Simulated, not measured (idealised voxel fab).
Module name: voxel spacer lines (process module)
The width of the displayed cross-section, cut, is 265 nm; its cells are square, with a size of 5 nm.
A cross-section in this document is a grid of square cells, and it is written down as bands, the top band listed before the ones below it; a band is made up of one or more rows of cells.
In this notation a band is specified by the heights of its top and bottom, in that order and in nm, after which its materials appear from left to right, each paired with its width in nm. The word "edge to edge" attached to a single material means that material fills the band from edge to edge; the word "air" stands for empty space.
Zero point of the height axis is 0; under it, received wafer = one material. Lowest band: continues down indefinitely, "0 and below".
The expression "30 to 40" gives the width at the extremes of the band, the first number at its top row of cells and the second at its bottom row, with the width changing by equal amounts from each row to the next in between.
"left unchanged" (step): cross-section cells unchanged, all of them.
Empty spaces without an open route to the top, at least 8 cells in extent, make up the entry "Voids lacking openings"; each is given as width x height at distance, where the distance is measured from the left edge, and all are in nm.
Past the settings on a step's line: simulator remark, on that step.
"overlay nm", when on a step's line for a step with a mask, measures how far to the right of its planned place the mask lay; a negative measure means to the left.

Intended process steps:
- 1: RECEIVE (material Si)
- 2: CONFORMAL_DEP (material SiO2; thk nm 5)
- 3: DIRECTIONAL_DEP (material TiN; thk nm 10)
- 4: DIRECTIONAL_DEP (material polySi; thk nm 25)
- 5: PATTERN (tone cover; mask id MANDREL; material resist; width nm 15; pitch nm 60; thk nm 35; overlay nm 0)
- 6: DIRECTIONAL_ETCH (etch materials polySi; depth nm 25)
- 7: STRIP (etch materials resist)
- 8: CONFORMAL_DEP (material SiN; thk nm 15)
- 9: DIRECTIONAL_ETCH (etch materials SiN; depth nm 15)
- 10: STRIP (etch materials polySi)
- 11: DIRECTIONAL_ETCH (etch materials TiN; depth nm 20)
- 12: STRIP (etch materials SiN)
What sets these wafers apart? The thk nm at step 3. They all start alike, and the plan carries the first wafer's value.

First of several wafers, received after step 1, in cross-section:
  0 and below = Si edge to edge
  Voids lacking openings: none

Cross-section of the first of several wafers, taken after step 12, where the module ends:
  15 down to 5 = 80 nm air; 15 nm TiN; 15 nm air; 15 nm TiN; 15 nm air; 15 nm TiN; 15 nm air; 15 nm TiN; 80 nm air
  5 down to 0 = SiO2 edge to edge
  0 and below = Si edge to edge
  Voids lacking openings: none

Cross-sectional depiction of the last of several wafers upon completion of the module:
  40 down to 20 = 80 nm air; 15 nm TiN; 15 nm air; 15 nm TiN; 15 nm air; 15 nm TiN; 15 nm air; 15 nm TiN; 80 nm air
  20 down to 5 = TiN edge to edge
  5 down to 0 = SiO2 edge to edge
  0 and below = Si edge to edge
  Voids lacking openings: none

Where each wafer stands at the end of the module, a row apiece: cells of each material gained (+) or lost (-) since it was received, then closed voids:
thk nm 10 | +53 SiO2 | +24 TiN | Voids lacking openings: none
thk nm 15 | +53 SiO2 | +36 TiN | Voids lacking openings: none
thk nm 20 | +53 SiO2 | +48 TiN | Voids lacking openings: none
thk nm 25 | +53 SiO2 | +101 TiN | Voids lacking openings: none
thk nm 30 | +53 SiO2 | +154 TiN | Voids lacking openings: none
thk nm 35 | +53 SiO2 | +207 TiN | Voids lacking openings: none
